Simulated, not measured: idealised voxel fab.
You're looking at the process module voxel wiring stack.
This is section cut - it's 260 nm across, gridded in 5 nm square cells.
For the purposes of this document, a cross-section shall be understood as a grid of square cells, specified as bands listed in top-to-bottom order, each band consisting of one or more rows of cells.
In this notation a band is specified by the heights of its top and bottom, in that order and in nm, after which its materials appear from left to right, each paired with its width in nm. The word "full width" attached to a single material means that material fills the band from edge to edge; the word "air" stands for empty space.
Ref level 0: as-received wafer is one material below here. Bottom band extends down with no lower bound ("0 and below").
Read "30..40" as a graded width: first number on top, second number at the bottom, same change between each pair of neighbouring rows.
The cross-section has no changed cell in any step marked "same as before".
The entry titled "Closed void catalog" provides the empty spaces that have no open way to the top, restricted to those of 8 cells or more. Each is presented as width x height at distance, the distance being measured from the left edge, with all three in nm.
That trailing text on a step's line, after the settings, is the simulator's own remark on the step.
What "overlay nm" on a step's line means: if the step has a mask, that mask lay this far to the right of its planned place, or, when the value is negative, to the left.
Here's what the planned process steps look like
step 1: RECEIVE | material Si
step 2: CONFORMAL_DEP | material SiO2 | thk nm 15
step 3: CONFORMAL_DEP | material SiCN | thk nm 5
step 4: DIRECTIONAL_DEP | material lowk | thk nm 15
step 5: DIRECTIONAL_DEP | material aC | thk nm 10
step 6: PATTERN | tone open | mask id METAL_1 | material resist | width nm 30 | pitch nm 45 | thk nm 30 | overlay nm 0
step 7: DIRECTIONAL_ETCH | etch materials aC | depth nm 10
step 8: STRIP | etch materials resist
step 9: DIRECTIONAL_ETCH | etch materials lowk | depth nm 15
step 10: DIRECTIONAL_ETCH | etch materials SiCN | depth nm 5
step 11: STRIP | etch materials aC
step 12: CONFORMAL_DEP | material TiN | thk nm 5
step 13: FILL_DEP | material Ru | thk nm 10
step 14: CMP | height nm 35
step 15: CONFORMAL_DEP | material SiCN | thk nm 5
step 16: DIRECTIONAL_DEP | material SiO2 | thk nm 30
step 17: PATTERN | tone open | mask id METAL_2 | material resist | width nm 30 | pitch nm 45 | thk nm 20 | overlay nm 0
step 18: DIRECTIONAL_ETCH | etch materials SiO2 | depth nm 20
step 19: STRIP | etch materials resist
step 20: PATTERN | tone open | mask id METAL_2_HOLES | material resist | width nm 15 | pitch nm 45 | thk nm 20 | overlay nm 0
step 21: DIRECTIONAL_ETCH | etch materials SiO2 | depth nm 10
step 22: DIRECTIONAL_ETCH | etch materials SiCN | depth nm 5
step 23: STRIP | etch materials resist
step 24: CONFORMAL_DEP | material TiN | thk nm 5
step 25: FILL_DEP | material Cu | thk nm 5
step 26: CMP | height nm 70
step 27: CONFORMAL_DEP | material SiCN | thk nm 5
step 28: DIRECTIONAL_DEP | material lowk | thk nm 30
step 29: DIRECTIONAL_DEP | material aC | thk nm 15
step 30: PATTERN | tone open | mask id METAL_3_HOLES | material resist | width nm 15 | pitch nm 45 | thk nm 35 | overlay nm 0
step 31: DIRECTIONAL_ETCH | etch materials aC | depth nm 15
step 32: STRIP | etch materials resist
step 33: DIRECTIONAL_ETCH | etch materials lowk | depth nm 30
step 34: STRIP | etch materials aC
step 35: MASKED_ETCH | tone open | mask id METAL_3 | width nm 30 | pitch nm 45 | etch materials lowk | depth nm 15 | overlay nm 0
step 36: MASKED_ETCH | tone open | mask id METAL_3 | width nm 30 | pitch nm 45 | etch materials SiCN | depth nm 5 | overlay nm 0
step 37: CONFORMAL_DEP | material TiN | thk nm 5
step 38: FILL_DEP | material Cu | thk nm 5
step 39: CMP | height nm 105
step 40: CONFORMAL_DEP | material SiCN | thk nm 5
What sets these wafers apart? The thk nm at step 15. They all start alike, and the plan carries the first wafer's value.
Received condition of the first of several wafers, sectioned: post-step 1
	0 and below: Si full width
	Closed void catalog: none
Rows = wafers. At module end, each row lists per material the cells gained (+) or lost (-) since the wafer was received, then the closed voids
thk nm 5 | +108 Cu | +48 Ru | +160 SiCN | +348 SiO2 | +192 TiN | +288 lowk | Closed void catalog: none
thk nm 10 | +92 Cu | +48 Ru | +212 SiCN | +320 SiO2 | +184 TiN | +288 lowk | Closed void catalog: none
thk nm 15 | +76 Cu | +48 Ru | +264 SiCN | +292 SiO2 | +176 TiN | +288 lowk | Closed void catalog: none
thk nm 20 | +60 Cu | +48 Ru | +316 SiCN | +264 SiO2 | +168 TiN | +288 lowk | Closed void catalog: none
